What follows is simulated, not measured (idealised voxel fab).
The process module presented herein is designated voxel self aligned vias.
Square cell edge 5 nm, section width 280 nm, ID cut.
Cross-section = grid of square cells, listed top down in bands; band = one or more rows. This entry defines a band. It first specifies the height of the band's top and the height of its bottom in nm, and then specifies the band's materials from left to right, stating each material with its width in nm. The word "full width" identifies a single material that fills the band from edge to edge, while the word "blank" identifies empty space. The level at which height equals 0 is the one under which the wafer, as it arrives, is entirely one material. No lower edge exists for the bottom band, which continues downward and is notated as in "0 and below". The width entry "30 to 40" should be interpreted row by row: the top row of cells in the band takes the first number, the bottom row takes the second number, and the change between adjacent rows is uniform throughout. No cell of the cross-section changed in a step that is given as "no modifications". "Enclosed void entries" - sealed voids, min. 8 cells, no opening to top; format: width x height at distance (distance from left edge; nm throughout). It should be noted that, on the line of a given step, the content following the step's settings is a remark produced by the simulator itself with respect to that step. overlay nm: right-of-plan distance of the mask on a masked step; negative values mean left-of-plan.
-- Below is the list of planned process steps
1,RECEIVE (material Si)
2,CONFORMAL_DEP (material SiO2; thk nm 10)
3,CONFORMAL_DEP (material SiCN; thk nm 5)
4,DIRECTIONAL_DEP (material lowk; thk nm 30)
5,DIRECTIONAL_DEP (material aC; thk nm 15)
6,PATTERN (tone open; mask id LINES; material resist; width nm 30; pitch nm 65; thk nm 35; overlay nm 0)
7,DIRECTIONAL_ETCH (etch materials aC; depth nm 15)
8,STRIP (etch materials resist)
9,DIRECTIONAL_ETCH (etch materials lowk; depth nm 30)
10,STRIP (etch materials aC)
11,CONFORMAL_DEP (material TiN; thk nm 5)
12,FILL_DEP (material W; thk nm 10)
13,CMP (height nm 45)
14,SELECTIVE_ETCH (etch materials W Ru TiN; depth nm 10)
15,FILL_DEP (material SiN; thk nm 5)
16,CMP (height nm 45)
17,DIRECTIONAL_DEP (material lowk; thk nm 20)
18,MASKED_ETCH (tone open; mask id VIAS; width nm 50; pitch nm 65; etch materials lowk; depth nm 20; overlay nm 0)
19,MASKED_ETCH (tone open; mask id VIAS; width nm 50; pitch nm 65; etch materials SiN; depth nm 10; overlay nm 0)
20,CONFORMAL_DEP (material TiN; thk nm 5)
21,FILL_DEP (material Ru; thk nm 10)
22,CMP (height nm 65)
23,CONFORMAL_DEP (material SiN; thk nm 5)
-- First of the two wafers, run per plan
-- Cross-section of the wafer upon arrival, representing the state reached after step 1
- 0 and below | Si full width
- Enclosed void entries: none
-- The wafer, seen in cross-section, after step 2
- 10 down to 0 | SiO2 full width
- At heights below 0, the structure remains unaltered.
-- The wafer, seen in cross-section, after step 3
- 15 down to 10 | SiCN full width
- At heights below 10, the structure remains unaltered.
-- The wafer, seen in cross-section, after step 4
- 45 down to 15 | lowk full width
- At heights below 15, the structure remains unaltered.
-- The wafer, seen in cross-section, after step 5
- 60 down to 45 | aC full width
- At heights below 45, the structure remains unaltered.
-- The wafer, seen in cross-section, after step 6
- 95 down to 60 | resist=60 / blank=30 / resist=35 / blank=30 / resist=35 / blank=30 / resist=60
- At heights below 60, the structure remains unaltered.
-- The wafer, seen in cross-section, after step 7
- 80 down to 60 | resist=60 / blank=30 / resist=35 / blank=30 / resist=35 / blank=30 / resist=60
- 60 down to 45 | aC=60 / blank=30 / aC=35 / blank=30 / aC=35 / blank=30 / aC=60
- At heights below 45, the structure remains unaltered.
-- The wafer, seen in cross-section, after step 8
- 60 down to 45 | aC=60 / blank=30 / aC=35 / blank=30 / aC=35 / blank=30 / aC=60
- At heights below 45, the structure remains unaltered.
-- The wafer, seen in cross-section, after step 9
- 60 down to 45 | aC=60 / blank=30 / aC=35 / blank=30 / aC=35 / blank=30 / aC=60
- 45 down to 15 | lowk=60 / blank=30 / lowk=35 / blank=30 / lowk=35 / blank=30 / lowk=60
- At heights below 15, the structure remains unaltered.
-- The wafer, seen in cross-section, after step 10
- 45 down to 15 | lowk=60 / blank=30 / lowk=35 / blank=30 / lowk=35 / blank=30 / lowk=60
- At heights below 15, the structure remains unaltered.
-- The wafer, seen in cross-section, after step 11
- 50 down to 45 | TiN=65 / blank=20 / TiN=45 / blank=20 / TiN=45 / blank=20 / TiN=65
- 45 down to 20 | lowk=60 / TiN=5 / blank=20 / TiN=5 / lowk=35 / TiN=5 / blank=20 / TiN=5 / lowk=35 / TiN=5 / blank=20 / TiN=5 / lowk=60
- 20 down to 15 | lowk=60 / TiN=30 / lowk=35 / TiN=30 / lowk=35 / TiN=30 / lowk=60
- At heights below 15, the structure remains unaltered.
-- The wafer, seen in cross-section, after step 12
- 60 down to 50 | W full width
- 50 down to 45 | TiN=65 / W=20 / TiN=45 / W=20 / TiN=45 / W=20 / TiN=65
- 45 down to 20 | lowk=60 / TiN=5 / W=20 / TiN=5 / lowk=35 / TiN=5 / W=20 / TiN=5 / lowk=35 / TiN=5 / W=20 / TiN=5 / lowk=60
- At heights below 20, the structure remains unaltered.
-- The wafer, seen in cross-section, after step 13
- 45 down to 20 | lowk=60 / TiN=5 / W=20 / TiN=5 / lowk=35 / TiN=5 / W=20 / TiN=5 / lowk=35 / TiN=5 / W=20 / TiN=5 / lowk=60
- At heights below 20, the structure remains unaltered.
-- The wafer, seen in cross-section, after step 14
- 45 down to 35 | lowk=60 / blank=30 / lowk=35 / blank=30 / lowk=35 / blank=30 / lowk=60
- At heights below 35, the structure remains unaltered.
-- The wafer, seen in cross-section, after step 15
- 50 down to 45 | SiN full width
- 45 down to 35 | lowk=60 / SiN=30 / lowk=35 / SiN=30 / lowk=35 / SiN=30 / lowk=60
- At heights below 35, the structure remains unaltered.
-- The wafer, seen in cross-section, after step 16
- 45 down to 35 | lowk=60 / SiN=30 / lowk=35 / SiN=30 / lowk=35 / SiN=30 / lowk=60
- At heights below 35, the structure remains unaltered.
-- The wafer, seen in cross-section, after step 17
- 65 down to 45 | lowk full width
- At heights below 45, the structure remains unaltered.
-- The wafer, seen in cross-section, after step 18
- 65 down to 45 | lowk=50 / blank=50 / lowk=15 / blank=50 / lowk=15 / blank=50 / lowk=50
- At heights below 45, the structure remains unaltered.
-- The wafer, seen in cross-section, after step 19
- 65 down to 45 | lowk=50 / blank=50 / lowk=15 / blank=50 / lowk=15 / blank=50 / lowk=50
- 45 down to 35 | lowk=60 / blank=30 / lowk=35 / blank=30 / lowk=35 / blank=30 / lowk=60
- At heights below 35, the structure remains unaltered.
-- The wafer, seen in cross-section, after step 20
- 70 down to 65 | TiN=55 / blank=40 / TiN=25 / blank=40 / TiN=25 / blank=40 / TiN=55
- 65 down to 50 | lowk=50 / TiN=5 / blank=40 / TiN=5 / lowk=15 / TiN=5 / blank=40 / TiN=5 / lowk=15 / TiN=5 / blank=40 / TiN=5 / lowk=50
- 50 down to 40 | lowk=50 to 60 / TiN=15 to 5 / blank=20 / TiN=15 to 5 / lowk=15 to 35 / TiN=15 to 5 / blank=20 / TiN=15 to 5 / lowk=15 to 35 / TiN=15 to 5 / blank=20 / TiN=15 to 5 / lowk=50 to 60
- 40 down to 35 | lowk=60 / TiN=30 / lowk=35 / TiN=30 / lowk=35 / TiN=30 / lowk=60
- At heights below 35, the structure remains unaltered.
-- The wafer, seen in cross-section, after step 21
- 80 down to 70 | Ru full width
- 70 down to 65 | TiN=55 / Ru=40 / TiN=25 / Ru=40 / TiN=25 / Ru=40 / TiN=55
- 65 down to 50 | lowk=50 / TiN=5 / Ru=40 / TiN=5 / lowk=15 / TiN=5 / Ru=40 / TiN=5 / lowk=15 / TiN=5 / Ru=40 / TiN=5 / lowk=50
- 50 down to 40 | lowk=50 to 60 / TiN=15 to 5 / Ru=20 / TiN=15 to 5 / lowk=15 to 35 / TiN=15 to 5 / Ru=20 / TiN=15 to 5 / lowk=15 to 35 / TiN=15 to 5 / Ru=20 / TiN=15 to 5 / lowk=50 to 60
- At heights below 40, the structure remains unaltered.
-- The wafer, seen in cross-section, after step 22
- 65 down to 50 | lowk=50 / TiN=5 / Ru=40 / TiN=5 / lowk=15 / TiN=5 / Ru=40 / TiN=5 / lowk=15 / TiN=5 / Ru=40 / TiN=5 / lowk=50
- At heights below 50, the structure remains unaltered.
-- The wafer, seen in cross-section, after step 23
- 70 down to 65 | SiN full width
- At heights below 65, the structure remains unaltered.
-- Notes, second wafer: start = first wafer's, plan = first wafer's, execution had one mistake; history identical to first through step 13
-- Second wafer, cross-section, planned end of step 14
- 45 down to 30 | lowk=60 / blank=30 / lowk=35 / blank=30 / lowk=35 / blank=30 / lowk=60
- At heights below 30, the structure remains unaltered.
-- Second wafer, cross-section, planned end of step 15
- 50 down to 45 | SiN full width
- 45 down to 30 | lowk=60 / SiN=30 / lowk=35 / SiN=30 / lowk=35 / SiN=30 / lowk=60
- At heights below 30, the structure remains unaltered.
-- Second wafer, cross-section, planned end of step 16
- 45 down to 30 | lowk=60 / SiN=30 / lowk=35 / SiN=30 / lowk=35 / SiN=30 / lowk=60
- At heights below 30, the structure remains unaltered.
-- Second wafer, cross-section, planned end of step 17
- 65 down to 45 | lowk full width
- At heights below 45, the structure remains unaltered.
-- Second wafer, cross-section, planned end of step 18
- 65 down to 45 | lowk=50 / blank=50 / lowk=15 / blank=50 / lowk=15 / blank=50 / lowk=50
- At heights below 45, the structure remains unaltered.
-- Second wafer, cross-section, planned end of step 19
- 65 down to 45 | lowk=50 / blank=50 / lowk=15 / blank=50 / lowk=15 / blank=50 / lowk=50
- 45 down to 35 | lowk=60 / blank=30 / lowk=35 / blank=30 / lowk=35 / blank=30 / lowk=60
- At heights below 35, the structure remains unaltered.
-- Second wafer, cross-section, planned end of step 20
- 70 down to 65 | TiN=55 / blank=40 / TiN=25 / blank=40 / TiN=25 / blank=40 / TiN=55
- 65 down to 50 | lowk=50 / TiN=5 / blank=40 / TiN=5 / lowk=15 / TiN=5 / blank=40 / TiN=5 / lowk=15 / TiN=5 / blank=40 / TiN=5 / lowk=50
- 50 down to 40 | lowk=50 to 60 / TiN=15 to 5 / blank=20 / TiN=15 to 5 / lowk=15 to 35 / TiN=15 to 5 / blank=20 / TiN=15 to 5 / lowk=15 to 35 / TiN=15 to 5 / blank=20 / TiN=15 to 5 / lowk=50 to 60
- 40 down to 35 | lowk=60 / TiN=30 / lowk=35 / TiN=30 / lowk=35 / TiN=30 / lowk=60
- At heights below 35, the structure remains unaltered.
-- Second wafer, cross-section, planned end of step 21
- 80 down to 70 | Ru full width
- 70 down to 65 | TiN=55 / Ru=40 / TiN=25 / Ru=40 / TiN=25 / Ru=40 / TiN=55
- 65 down to 50 | lowk=50 / TiN=5 / Ru=40 / TiN=5 / lowk=15 / TiN=5 / Ru=40 / TiN=5 / lowk=15 / TiN=5 / Ru=40 / TiN=5 / lowk=50
- 50 down to 40 | lowk=50 to 60 / TiN=15 to 5 / Ru=20 / TiN=15 to 5 / lowk=15 to 35 / TiN=15 to 5 / Ru=20 / TiN=15 to 5 / lowk=15 to 35 / TiN=15 to 5 / Ru=20 / TiN=15 to 5 / lowk=50 to 60
- At heights below 40, the structure remains unaltered.
-- Second wafer, cross-section, planned end of step 22
- 65 down to 50 | lowk=50 / TiN=5 / Ru=40 / TiN=5 / lowk=15 / TiN=5 / Ru=40 / TiN=5 / lowk=15 / TiN=5 / Ru=40 / TiN=5 / lowk=50
- At heights below 50, the structure remains unaltered.
-- Second wafer, cross-section, planned end of step 23
- 70 down to 65 | SiN full width
- At heights below 65, the structure remains unaltered.
Which mistake was made when the wafer was run? not per plan at step 14, really ran SELECTIVE_ETCH (etch materials W Ru TiN; depth nm 15)
End of process, cell counts, second wafer against first, materials with more or fewer: SiN: 18 more | TiN: 6 fewer | W: 12 fewer
